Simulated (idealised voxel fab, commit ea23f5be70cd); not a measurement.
Presented below is a process module, voxel wiring stack.
Xsec cut, 300 nm wide, square cell size 5 nm.
A cross-section is a grid of square cells, given in bands from the top down. A band is one or more rows of cells. Look at the band entry: it leads with the top's height and the bottom's height in nm. Then it lists the materials left to right, with a width in nm for each. The word "all across" on a single material says that material fills the band edge to edge. The word "blank" is empty space. Beneath 0, the wafer as received is one material, and that level is where height counting begins. The lowest band goes on downward without a bottom; it is written like "top 0, no bottom". It should be noted that a width expressed as "30 to 40" varies in equal increments from row to row of cells within the band, taking the value of the first number at the top row and that of the second number at the bottom row. Basically "changes: none" means that step didn't change any cell in the cross-section. In the "Voids, sealed" entry, you get each enclosed empty space of 8 cells or more, one with no open way to the top, written width x height at distance, distance from the left edge, in nm. On a step's line, text after the settings is the simulator commenting on that step. overlay nm: for a step with a mask, the amount by which the mask lay right of where it was planned; a negative amount means left of it.
## Set out below are the planned steps of the process
| 1 | RECEIVE, material Si |
| 2 | CONFORMAL_DEP, material SiO2, thk nm 15 |
| 3 | CONFORMAL_DEP, material SiN, thk nm 5 |
| 4 | DIRECTIONAL_DEP, material SiO2, thk nm 15 |
| 5 | DIRECTIONAL_DEP, material aC, thk nm 10 |
| 6 | PATTERN, tone open, mask id METAL_1, material resist, width nm 30, pitch nm 55, thk nm 25, overlay nm 0 |
| 7 | DIRECTIONAL_ETCH, etch materials aC, depth nm 10 |
| 8 | STRIP, etch materials resist |
| 9 | DIRECTIONAL_ETCH, etch materials SiO2, depth nm 15 |
| 10 | DIRECTIONAL_ETCH, etch materials SiN, depth nm 5 |
| 11 | STRIP, etch materials aC |
| 12 | CONFORMAL_DEP, material TiN, thk nm 5 |
| 13 | FILL_DEP, material Ru, thk nm 10 |
| 14 | CMP, height nm 35 |
| 15 | CONFORMAL_DEP, material SiCN, thk nm 5 |
| 16 | DIRECTIONAL_DEP, material lowk, thk nm 30 |
| 17 | PATTERN, tone open, mask id METAL_2, material resist, width nm 30, pitch nm 55, thk nm 20, overlay nm 0 |
| 18 | DIRECTIONAL_ETCH, etch materials lowk, depth nm 20 |
| 19 | STRIP, etch materials resist |
| 20 | MASKED_ETCH, tone open, mask id METAL_2_HOLES, width nm 15, pitch nm 55, etch materials lowk, depth nm 10, overlay nm 0 |
| 21 | MASKED_ETCH, tone open, mask id METAL_2_HOLES, width nm 15, pitch nm 55, etch materials SiCN, depth nm 5, overlay nm 0 |
| 22 | CONFORMAL_DEP, material TiN, thk nm 5 |
| 23 | FILL_DEP, material Cu, thk nm 10 |
| 24 | CMP, height nm 70 |
| 25 | CONFORMAL_DEP, material SiCN, thk nm 5 |
| 26 | DIRECTIONAL_DEP, material SiO2, thk nm 30 |
| 27 | MASKED_ETCH, tone open, mask id METAL_3_HOLES, width nm 15, pitch nm 55, etch materials SiO2, depth nm 30, overlay nm 0 |
| 28 | MASKED_ETCH, tone open, mask id METAL_3, width nm 30, pitch nm 55, etch materials SiO2, depth nm 20, overlay nm 0 |
| 29 | MASKED_ETCH, tone open, mask id METAL_3, width nm 30, pitch nm 55, etch materials SiCN, depth nm 5, overlay nm 0 |
| 30 | CONFORMAL_DEP, material TiN, thk nm 5 |
| 31 | FILL_DEP, material Cu, thk nm 5 |
| 32 | CMP, height nm 105 |
| 33 | CONFORMAL_DEP, material SiCN, thk nm 5 |
| 34 | DIRECTIONAL_DEP, material lowk, thk nm 30 |
| 35 | MASKED_ETCH, tone open, mask id METAL_4_HOLES, width nm 15, pitch nm 55, etch materials lowk, depth nm 30, overlay nm 0 |
| 36 | DIRECTIONAL_DEP, material aC, thk nm 10 |
| 37 | PATTERN, tone open, mask id METAL_4, material resist, width nm 30, pitch nm 55, thk nm 30, overlay nm 0 |
| 38 | DIRECTIONAL_ETCH, etch materials aC, depth nm 10 |
| 39 | STRIP, etch materials resist |
| 40 | DIRECTIONAL_ETCH, etch materials lowk, depth nm 20 |
| 41 | DIRECTIONAL_ETCH, etch materials SiCN, depth nm 5 |
| 42 | STRIP, etch materials aC |
| 43 | CONFORMAL_DEP, material TiN, thk nm 5 |
| 44 | FILL_DEP, material Cu, thk nm 5 |
| 45 | CMP, height nm 140 |
| 46 | CONFORMAL_DEP, material SiN, thk nm 5 |
## Incoming wafer in cross-section (state: after step 1)
	top 0, no bottom  Si all across
	Voids, sealed: none
## Module complete - cross-section of the first of two wafers, run according to plan
	top 145, bottom 140  SiN all across
	top 140, bottom 125  lowk (80), TiN (5), Cu (20), TiN (5), lowk (25), TiN (5), Cu (20), TiN (5), lowk (25), TiN (5), Cu (20), TiN (5), lowk (80)
	top 125, bottom 120  lowk (80), TiN (5), Cu (5), TiN (20), lowk (25), TiN (5), Cu (5), TiN (20), lowk (25), TiN (5), Cu (5), TiN (20), lowk (80)
	top 120, bottom 110  lowk (80), TiN (5), Cu (5), TiN (5), lowk (40), TiN (5), Cu (5), TiN (5), lowk (40), TiN (5), Cu (5), TiN (5), lowk (95)
	top 110, bottom 105  SiCN (80), TiN (15), SiCN (40), TiN (15), SiCN (40), TiN (15), SiCN (95)
	top 105, bottom 90  SiO2 (80), TiN (5), Cu (20), TiN (5), SiO2 (25), TiN (5), Cu (20), TiN (5), SiO2 (25), TiN (5), Cu (20), TiN (5), SiO2 (80)
	top 90, bottom 85  SiO2 (80), TiN (5), Cu (5), TiN (20), SiO2 (25), TiN (5), Cu (5), TiN (20), SiO2 (25), TiN (5), Cu (5), TiN (20), SiO2 (80)
	top 85, bottom 75  SiO2 (80), TiN (5), Cu (5), TiN (5), SiO2 (40), TiN (5), Cu (5), TiN (5), SiO2 (40), TiN (5), Cu (5), TiN (5), SiO2 (95)
	top 75, bottom 70  SiCN (80), TiN (15), SiCN (40), TiN (15), SiCN (40), TiN (15), SiCN (95)
	top 70, bottom 55  lowk (80), TiN (5), Cu (20), TiN (5), lowk (25), TiN (5), Cu (20), TiN (5), lowk (25), TiN (5), Cu (20), TiN (5), lowk (80)
	top 55, bottom 50  lowk (80), TiN (5), Cu (5), TiN (20), lowk (25), TiN (5), Cu (5), TiN (20), lowk (25), TiN (5), Cu (5), TiN (20), lowk (80)
	top 50, bottom 40  lowk (80), TiN (5), Cu (5), TiN (5), lowk (40), TiN (5), Cu (5), TiN (5), lowk (40), TiN (5), Cu (5), TiN (5), lowk (95)
	top 40, bottom 35  SiCN (80), TiN (15), SiCN (40), TiN (15), SiCN (40), TiN (15), SiCN (95)
	top 35, bottom 20  SiO2 (80), TiN (5), Ru (20), TiN (5), SiO2 (25), TiN (5), Ru (20), TiN (5), SiO2 (25), TiN (5), Ru (20), TiN (5), SiO2 (80)
	top 20, bottom 15  SiN (80), TiN (30), SiN (25), TiN (30), SiN (25), TiN (30), SiN (80)
	top 15, bottom 0  SiO2 all across
	top 0, no bottom  Si all across
	Voids, sealed: none
## End-of-module cross-section of the second wafer: identical starting point and process plan to the first, with one processing mistake
	top 145, bottom 140  SiN all across
	top 140, bottom 125  lowk (80), TiN (5), Cu (20), TiN (5), lowk (25), TiN (5), Cu (20), TiN (5), lowk (25), TiN (5), Cu (20), TiN (5), lowk (80)
	top 125, bottom 120  lowk (80), TiN (5), Cu (5), TiN (20), lowk (25), TiN (5), Cu (5), TiN (20), lowk (25), TiN (5), Cu (5), TiN (20), lowk (80)
	top 120, bottom 110  lowk (80), TiN (5), Cu (5), TiN (5), lowk (40), TiN (5), Cu (5), TiN (5), lowk (40), TiN (5), Cu (5), TiN (5), lowk (95)
	top 110, bottom 105  SiCN (80), TiN (15), SiCN (40), TiN (15), SiCN (40), TiN (15), SiCN (95)
	top 105, bottom 90  SiO2 (80), TiN (5), Cu (20), TiN (5), SiO2 (25), TiN (5), Cu (20), TiN (5), SiO2 (25), TiN (5), Cu (20), TiN (5), SiO2 (80)
	top 90, bottom 85  SiO2 (80), TiN (5), Cu (5), TiN (20), SiO2 (25), TiN (5), Cu (5), TiN (20), SiO2 (25), TiN (5), Cu (5), TiN (20), SiO2 (80)
	top 85, bottom 75  SiO2 (80), TiN (5), Cu (5), TiN (5), SiO2 (40), TiN (5), Cu (5), TiN (5), SiO2 (40), TiN (5), Cu (5), TiN (5), SiO2 (95)
	top 75, bottom 70  SiCN (80), TiN (15), SiCN (40), TiN (15), SiCN (40), TiN (15), SiCN (95)
	top 70, bottom 55  lowk (80), TiN (5), Cu (25), TiN (5), lowk (20), TiN (5), Cu (25), TiN (5), lowk (20), TiN (5), Cu (25), TiN (5), lowk (75)
	top 55, bottom 50  lowk (80), TiN (5), Cu (5), TiN (25), lowk (20), TiN (5), Cu (5), TiN (25), lowk (20), TiN (5), Cu (5), TiN (25), lowk (75)
	top 50, bottom 40  lowk (80), TiN (5), Cu (5), TiN (5), lowk (40), TiN (5), Cu (5), TiN (5), lowk (40), TiN (5), Cu (5), TiN (5), lowk (95)
	top 40, bottom 35  SiCN (80), TiN (15), SiCN (40), TiN (15), SiCN (40), TiN (15), SiCN (95)
	top 35, bottom 20  SiO2 (80), TiN (5), Ru (20), TiN (5), SiO2 (25), TiN (5), Ru (20), TiN (5), SiO2 (25), TiN (5), Ru (20), TiN (5), SiO2 (80)
	top 20, bottom 15  SiN (80), TiN (30), SiN (25), TiN (30), SiN (25), TiN (30), SiN (80)
	top 15, bottom 0  SiO2 all across
	top 0, no bottom  Si all across
	Voids, sealed: none
What broke from the plan during processing? for step 17, the planned setting was not used; the step was instead run as PATTERN, tone open, mask id METAL_2, material resist, width nm 35, pitch nm 55, thk nm 20, overlay nm 0
Final cells, second wafer relative to first, materials higher or lower: 9 more of Cu, 3 more of TiN, 12 fewer of lowk
